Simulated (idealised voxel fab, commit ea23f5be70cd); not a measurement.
A process module follows: voxel transistor to metal.
Shown is cross-section cut, with a width of 200 nm and square cells of size 5 nm.
In this document a cross-section is written as a grid of square cells. It is given as a series of bands, listed from the top down, and a band is one or more rows of cells.
First you get the band's top height and its bottom height, in nm, and then the materials it's made of, left to right, with each width in nm. If you see a single material with "throughout", that one covers the band edge to edge. "air" is empty space.
All heights in this document are referenced to 0, defined as the level beneath which the wafer, as received, consists entirely of one material. The lowest band is not bounded below; it extends indefinitely downward and is written in the form "0..down".
Graded width ("30 to 40"): value in top row of band = first number; value in bottom row = second number; row-to-row change constant.
Step note "nothing different" = no cross-section cell changed.
What "Encapsulated voids" gives you is every empty space of 8 cells or more that is cut off from the top. Each appears as width x height at distance, with the distance taken from the left edge and width, height and distance all in nm.
On each step's line, the part that comes after the settings is the simulator's own comment on the step.
The optional step-line setting "overlay nm" applies to steps with a mask and quantifies how far to the right of its planned location the mask lay, a negative value indicating leftward placement.

The following list gives the planned process steps:
| 1 | RECEIVE,material Si |
| 2 | CONFORMAL_DEP,material SiO2,thk nm 5 |
| 3 | CONFORMAL_DEP,material SiN,thk nm 15 |
| 4 | PATTERN,tone cover,mask id ACTIVE,material resist,width nm 100,thk nm 15,overlay nm 0 |
| 5 | DIRECTIONAL_ETCH,etch materials SiN,depth nm 15 |
| 6 | DIRECTIONAL_ETCH,etch materials SiO2,depth nm 5 |
| 7 | DIRECTIONAL_ETCH,etch materials Si,depth nm 35 |
| 8 | STRIP,etch materials resist |
| 9 | FILL_DEP,material SiO2,thk nm 15 |
| 10 | CMP,height nm 20 |
| 11 | SELECTIVE_ETCH,etch materials SiO2,depth nm 5 |
| 12 | STRIP,etch materials SiN |
| 13 | SELECTIVE_ETCH,etch materials SiO2,depth nm 5 |
| 14 | OXIDIZE,depth nm 5 |
| 15 | DIRECTIONAL_DEP,material polySi,thk nm 30 |
| 16 | DIRECTIONAL_DEP,material SiCN,thk nm 10 |
| 17 | PATTERN,tone cover,mask id GATE,material resist,width nm 20,thk nm 15,overlay nm 0 |
| 18 | DIRECTIONAL_ETCH,etch materials SiCN,depth nm 20 |
| 19 | DIRECTIONAL_ETCH,etch materials polySi,depth nm 40 |
| 20 | STRIP,etch materials resist |
| 21 | CONFORMAL_DEP,material SiO2,thk nm 5 |
| 22 | DIRECTIONAL_ETCH,etch materials SiO2,depth nm 5 |
| 23 | CONFORMAL_DEP,material SiN,thk nm 5 |
| 24 | DIRECTIONAL_ETCH,etch materials SiN,depth nm 5 |
| 25 | DIRECTIONAL_ETCH,etch materials SiO2,depth nm 5 |
| 26 | DIRECTIONAL_ETCH,etch materials Si,depth nm 15 |
| 27 | EPI,material SiGe,thk nm 15 |
| 28 | FILL_DEP,material SiO2,thk nm 5 |
| 29 | CMP,height nm 40 |
| 30 | DIRECTIONAL_DEP,material SiO2,thk nm 15 |
| 31 | MASKED_ETCH,tone open,mask id CONTACT,width nm 20,pitch nm 70,etch materials SiO2,depth nm 45,overlay nm 0 |
| 32 | CONFORMAL_DEP,material TiN,thk nm 5 |
| 33 | FILL_DEP,material W,thk nm 10 |
| 34 | CMP,height nm 55 |
| 35 | DIRECTIONAL_DEP,material TiN,thk nm 5 |
| 36 | DIRECTIONAL_DEP,material Ru,thk nm 20 |
| 37 | DIRECTIONAL_DEP,material aC,thk nm 15 |
| 38 | PATTERN,tone cover,mask id METAL_1,material resist,width nm 20,pitch nm 70,thk nm 30,overlay nm 0 |
| 39 | DIRECTIONAL_ETCH,etch materials aC,depth nm 15 |
| 40 | STRIP,etch materials resist |
| 41 | DIRECTIONAL_ETCH,etch materials Ru,depth nm 20 |
| 42 | DIRECTIONAL_ETCH,etch materials TiN,depth nm 5 |
| 43 | STRIP,etch materials aC |
| 44 | FILL_DEP,material lowk,thk nm 10 |
| 45 | CMP,height nm 80 |
| 46 | CONFORMAL_DEP,material SiCN,thk nm 5 |
| 47 | DIRECTIONAL_DEP,material SiO2,thk nm 30 |
| 48 | PATTERN,tone open,mask id METAL_2_HOLES,material resist,width nm 15,pitch nm 70,thk nm 20,overlay nm 0 |
| 49 | DIRECTIONAL_ETCH,etch materials SiO2,depth nm 30 |
| 50 | STRIP,etch materials resist |
| 51 | DIRECTIONAL_DEP,material aC,thk nm 15 |
| 52 | PATTERN,tone open,mask id METAL_2,material resist,width nm 20,pitch nm 70,thk nm 30,overlay nm 0 |
| 53 | DIRECTIONAL_ETCH,etch materials aC,depth nm 15 |
| 54 | STRIP,etch materials resist |
| 55 | DIRECTIONAL_ETCH,etch materials SiO2,depth nm 15 |
| 56 | DIRECTIONAL_ETCH,etch materials SiCN,depth nm 5 |
| 57 | STRIP,etch materials aC |
| 58 | CONFORMAL_DEP,material TiN,thk nm 5 |
| 59 | FILL_DEP,material Cu,thk nm 10 |
| 60 | CMP,height nm 115 |
| 61 | CONFORMAL_DEP,material SiN,thk nm 5 |

Cross-section, incoming material, after step 1:
0..down | Si throughout
Encapsulated voids: none

Figure: cross-sectional view of the wafer upon completion of the module, processed from the initial state and according to the plan depicted above, with one error introduced during execution:
120..115 | SiN throughout
115..105 | SiO2 (55)  TiN (5)  Cu (10)  TiN (5)  SiO2 (50)  TiN (5)  Cu (10)  TiN (5)  SiO2 (55)
105..100 | SiO2 (55)  TiN (5)  Cu (5)  TiN (10)  SiO2 (50)  TiN (5)  Cu (5)  TiN (10)  SiO2 (55)
100..85 | SiO2 (55)  TiN (5)  Cu (5)  TiN (5)  SiO2 (55)  TiN (5)  Cu (5)  TiN (5)  SiO2 (60)
85..80 | SiCN (55)  TiN (15)  SiCN (55)  TiN (15)  SiCN (60)
80..60 | lowk (55)  Ru (20)  lowk (50)  Ru (20)  lowk (55)
60..55 | lowk (55)  TiN (20)  lowk (50)  TiN (20)  lowk (55)
55..40 | SiO2 (55)  TiN (5)  W (10)  TiN (5)  SiO2 (50)  TiN (5)  W (10)  TiN (5)  SiO2 (55)
40..30 | SiO2 (55)  TiN (5)  W (10)  TiN (5)  SiO2 (5)  SiN (5)  SiO2 (5)  SiCN (20)  SiO2 (5)  SiN (5)  SiO2 (5)  TiN (5)  W (10)  TiN (5)  SiO2 (55)
30..15 | SiO2 (55)  TiN (5)  W (10)  TiN (5)  SiO2 (5)  SiN (5)  SiO2 (5)  polySi (20)  SiO2 (5)  SiN (5)  SiO2 (5)  TiN (5)  W (10)  TiN (5)  SiO2 (55)
15..10 | SiO2 (55)  TiN (20)  SiO2 (5)  SiN (5)  SiO2 (5)  polySi (20)  SiO2 (5)  SiN (5)  SiO2 (5)  TiN (20)  SiO2 (55)
10..0 | SiO2 (50)  SiN (5)  SiGe (25)  SiN (5)  SiO2 (5)  polySi (20)  SiO2 (5)  SiN (5)  SiGe (25)  SiN (5)  SiO2 (50)
0..-5 | SiO2 (55)  SiGe (25)  SiO2 (40)  SiGe (25)  SiO2 (55)
-5..-35 | SiO2 (50)  Si (5)  SiGe (25)  Si (40)  SiGe (25)  Si (5)  SiO2 (50)
-35..down | Si throughout
Encapsulated voids: none
Run error: step 26 from the plan got run twice
